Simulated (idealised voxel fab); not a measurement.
process module | voxel ribs on slabs
cross-section cut | 295 nm wide | cells 5 nm
A cross-section is a grid of square cells, given in bands from the top down. A band is one or more rows of cells.
Each band's line starts with the height of the band's top and of its bottom, in nm. Then come its materials from left to right, each with its width in nm. One material with "throughout" fills the band from edge to edge. "air" is empty space.
Height 0 is the level under which the wafer as received is all one material. The lowest band goes on downwards, as in "0 down".
A width such as "30 to 40" changes by the same amount from each row of cells to the next, from the band's top row to its bottom row.
"no change" after a step means that no cell of the cross-section changed.
closed voids: empty space of 8 cells or more with no open way to the top, each as width x height at its distance from the left edge, in nm
after a step's settings: what the simulator itself notes on the step
overlay nm, on a step with a mask: how far to the right of its planned place the mask lay; to the left if negative
plan
1 op RECEIVE | material Si
2 op DIRECTIONAL_DEP | material SiO2 | thk nm 25
3 op DIRECTIONAL_DEP | material SiN | thk nm 25
4 op PATTERN | tone cover | mask id RIB | material resist | width nm 15 | thk nm 15 | overlay nm 0
5 op DIRECTIONAL_ETCH | etch materials SiN | depth nm 5
6 op STRIP | etch materials resist
7 op MASKED_ETCH | tone cover | mask id SLAB | width nm 55 | etch materials SiN | depth nm 20 | overlay nm 0
8 op FILL_DEP | material SiO2 | thk nm 30
9 op CMP | height nm 70
10 op DIRECTIONAL_DEP | material TiN | thk nm 10
11 op MASKED_ETCH | tone cover | mask id HEATER | width nm 25 | etch materials TiN | depth nm 10 | overlay nm 0
12 op CONFORMAL_DEP | material SiO2 | thk nm 5
first wafer, as planned
as received, after step 1
  0 down: Si throughout
  closed voids: none
after step 2
  25 to 0: SiO2 throughout
  below 0: unchanged
after step 3
  50 to 25: SiN throughout
  below 25: unchanged
after step 4
  65 to 50: air 140 | resist 15 | air 140
  below 50: unchanged
after step 5
  65 to 50: air 140 | resist 15 | air 140
  50 to 45: air 140 | SiN 15 | air 140
  below 45: unchanged
after step 6
  50 to 45: air 140 | SiN 15 | air 140
  below 45: unchanged
after step 7
  50 to 45: air 140 | SiN 15 | air 140
  45 to 25: air 120 | SiN 55 | air 120
  below 25: unchanged
after step 8
  80 to 50: SiO2 throughout
  50 to 45: SiO2 140 | SiN 15 | SiO2 140
  45 to 25: SiO2 120 | SiN 55 | SiO2 120
  below 25: unchanged
after step 9
  70 to 50: SiO2 throughout
  below 50: unchanged
after step 10
  80 to 70: TiN throughout
  below 70: unchanged
after step 11
  80 to 70: air 135 | TiN 25 | air 135
  below 70: unchanged
after step 12
  85 to 80: air 130 | SiO2 35 | air 130
  80 to 75: air 130 | SiO2 5 | TiN 25 | SiO2 5 | air 130
  75 to 70: SiO2 135 | TiN 25 | SiO2 135
  below 70: unchanged
second wafer: like start, like plan, one mistake. Through step 1 it matches the first wafer
when step 2 should have ended
  25 to 0: SiN throughout
  below 0: unchanged
when step 3 should have ended
  50 to 25: SiO2 throughout
  below 25: unchanged
when step 4 should have ended
  65 to 50: air 140 | resist 15 | air 140
  below 50: unchanged
when step 5 should have ended: no change
when step 6 should have ended
  50 to 25: SiO2 throughout
  below 25: unchanged
when step 7 should have ended: no change
when step 8 should have ended
  80 to 25: SiO2 throughout
  below 25: unchanged
when step 9 should have ended
  70 to 25: SiO2 throughout
  below 25: unchanged
when step 10 should have ended
  80 to 70: TiN throughout
  below 70: unchanged
when step 11 should have ended
  80 to 70: air 135 | TiN 25 | air 135
  below 70: unchanged
when step 12 should have ended
  85 to 80: air 130 | SiO2 35 | air 130
  80 to 75: air 130 | SiO2 5 | TiN 25 | SiO2 5 | air 130
  75 to 70: SiO2 135 | TiN 25 | SiO2 135
  below 70: unchanged
what went wrong: steps 2 and 3 were swapped
at the end the second wafer has, in cells: 248 more of SiN | 248 fewer of SiO2
